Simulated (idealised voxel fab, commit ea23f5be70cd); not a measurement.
The process module presented herein is designated voxel lift off.
We display cut, a cross-section 285 nm in width whose square cells are each 5 nm.
Cross-section = grid of square cells, listed top down in bands; band = one or more rows. Top height, bottom height, nm. Materials left to right, width each, nm. Single material + "all across" = fills band edge to edge. "empty" = empty. The level at which height equals 0 is the one under which the wafer, as it arrives, is entirely one material. No lower edge exists for the bottom band, which continues downward and is notated as in "0 nm and below". Width spec "30 to 40" -> top row of cells at first value, bottom row at second value, equal per-row change in between. Take "remains unaltered" at face value: in the step it is given for, the cross-section changed in none of its cells. What "Sealed cavities" gives you is every empty space of 8 cells or more that is cut off from the top. Each appears as width x height at distance, with the distance taken from the left edge and width, height and distance all in nm. On each step's line, the part that comes after the settings is the simulator's own comment on the step. Among the settings permitted on a step's line is "overlay nm"; applied to a step with a mask, it specifies the extent to which the mask lay to the right of its planned position, whereas a negative figure signifies a position to the left.

**Process steps foreseen in the plan**
| 1 | RECEIVE [material Si] |
| 2 | CONFORMAL_DEP [material SiO2] [thk nm 15] |
| 3 | PATTERN [tone open] [mask id LINES] [material resist] [width nm 20] [pitch nm 35] [thk nm 30] [overlay nm 0] |
| 4 | DIRECTIONAL_DEP [material Ru] [thk nm 15] |
| 5 | STRIP [etch materials resist] |
| 6 | CONFORMAL_DEP [material SiN] [thk nm 10] |

**as received, after step 1**
    0 nm and below  Si all across
    Sealed cavities: none

**Sectioned view, first of two wafers, at the close of the module, processed as intended in the plan**
    40 nm to 30 nm  empty 85, then SiN 110, then empty 90
    30 nm to 25 nm  empty 85, then SiN 10, then Ru 20, then SiN 15, then Ru 20, then SiN 15, then Ru 20, then SiN 10, then empty 90
    25 nm to 15 nm  SiN 95, then Ru 20, then SiN 15, then Ru 20, then SiN 15, then Ru 20, then SiN 100
    15 nm to 0 nm  SiO2 all across
    0 nm and below  Si all across
    Sealed cavities: none

**Now the second wafer, cross-sectioned at the end of the module. Nothing different at the start, nothing different in the plan compared with the first, just one mistake when it was actually run**
    40 nm to 30 nm  empty 85, then SiN 110, then empty 90
    30 nm to 25 nm  empty 85, then SiN 10, then Ru 20, then SiN 15, then Ru 20, then SiN 15, then Ru 20, then SiN 10, then empty 90
    25 nm to 15 nm  SiN 95, then Ru 20, then SiN 15, then Ru 20, then SiN 15, then Ru 20, then SiN 100
    15 nm to 0 nm  Ru all across
    0 nm and below  Si all across
    Sealed cavities: none
Processing error: not per plan at step 2, really ran CONFORMAL_DEP [material Ru] [thk nm 15]
Final cells, second wafer relative to first, materials higher or lower: +171 Ru, -171 SiO2
